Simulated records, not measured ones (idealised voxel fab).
The process module presented herein is designated voxel ribs on slabs.
Square cell edge 5 nm, section width 260 nm, ID cut.
Notation: cross-section as square-cell grid; stated in bands, top first, going down; one or more cell rows per band.
For a band, the entry starts with two heights in nm, that of the top and then that of the bottom, and carries on with the band's materials in order from left to right, each alongside its width in nm; the word "edge to edge" beside a single material means it fills the band edge to edge, and "blank" means empty space.
For the purposes of this specification, 0 denotes the height below which the wafer in its as-received condition is composed wholly of one material, and the lowermost band, lacking a lower limit, extends downward without end, as expressed in "top 0, no bottom".
When a width is written as two numbers, as in "30..40", the first number is the width in the top row of cells of the band and the second is the width in its bottom row, and the width changes by the same amount from each row to the next.
Where the words "nothing altered" appear for a step, the cross-section shows no cell changed by that step; every cell remained as before.
"Closed-off voids": empty spaces of 8 cells or more with no open way to the top, each given as width x height at distance, distance from the left edge, all in nm.
That trailing text on a step's line, after the settings, is the simulator's own remark on the step.
overlay nm: mask offset rightward from planned place, masked step; negative means leftward offset.
[Process steps - plan]
| 1 | RECEIVE, material Si |
| 2 | DIRECTIONAL_DEP, material SiO2, thk nm 30 |
| 3 | DIRECTIONAL_DEP, material SiN, thk nm 15 |
| 4 | PATTERN, tone cover, mask id RIB, material resist, width nm 25, thk nm 15, overlay nm 0 |
| 5 | DIRECTIONAL_ETCH, etch materials SiN, depth nm 5 |
| 6 | STRIP, etch materials resist |
| 7 | MASKED_ETCH, tone cover, mask id SLAB, width nm 55, etch materials SiN, depth nm 10, overlay nm 0 |
| 8 | FILL_DEP, material SiO2, thk nm 25 |
| 9 | CMP, height nm 65 |
| 10 | DIRECTIONAL_DEP, material TiN, thk nm 5 |
| 11 | MASKED_ETCH, tone cover, mask id HEATER, width nm 35, etch materials TiN, depth nm 5, overlay nm 0 |
| 12 | CONFORMAL_DEP, material SiO2, thk nm 5 |
[Cross-section, incoming material, after step 1]
* top 0, no bottom | Si edge to edge
* Closed-off voids: none
[Starting structure and process plan are as shown above, but one mistake was made in running the module; the wafer cross-section at the end of the module follows]
* top 75, bottom 70 | blank 110 nm; SiO2 35 nm; blank 115 nm
* top 70, bottom 65 | SiO2 115 nm; TiN 25 nm; SiO2 120 nm
* top 65, bottom 45 | SiO2 edge to edge
* top 45, bottom 40 | SiO2 115 nm; SiN 25 nm; SiO2 120 nm
* top 40, bottom 30 | SiO2 100 nm; SiN 55 nm; SiO2 105 nm
* top 30, bottom 0 | SiO2 edge to edge
* top 0, no bottom | Si edge to edge
* Closed-off voids: none
Here's what went sideways: rather than as planned, step 11 actually ran as MASKED_ETCH, tone cover, mask id HEATER, width nm 25, etch materials TiN, depth nm 5, overlay nm 0
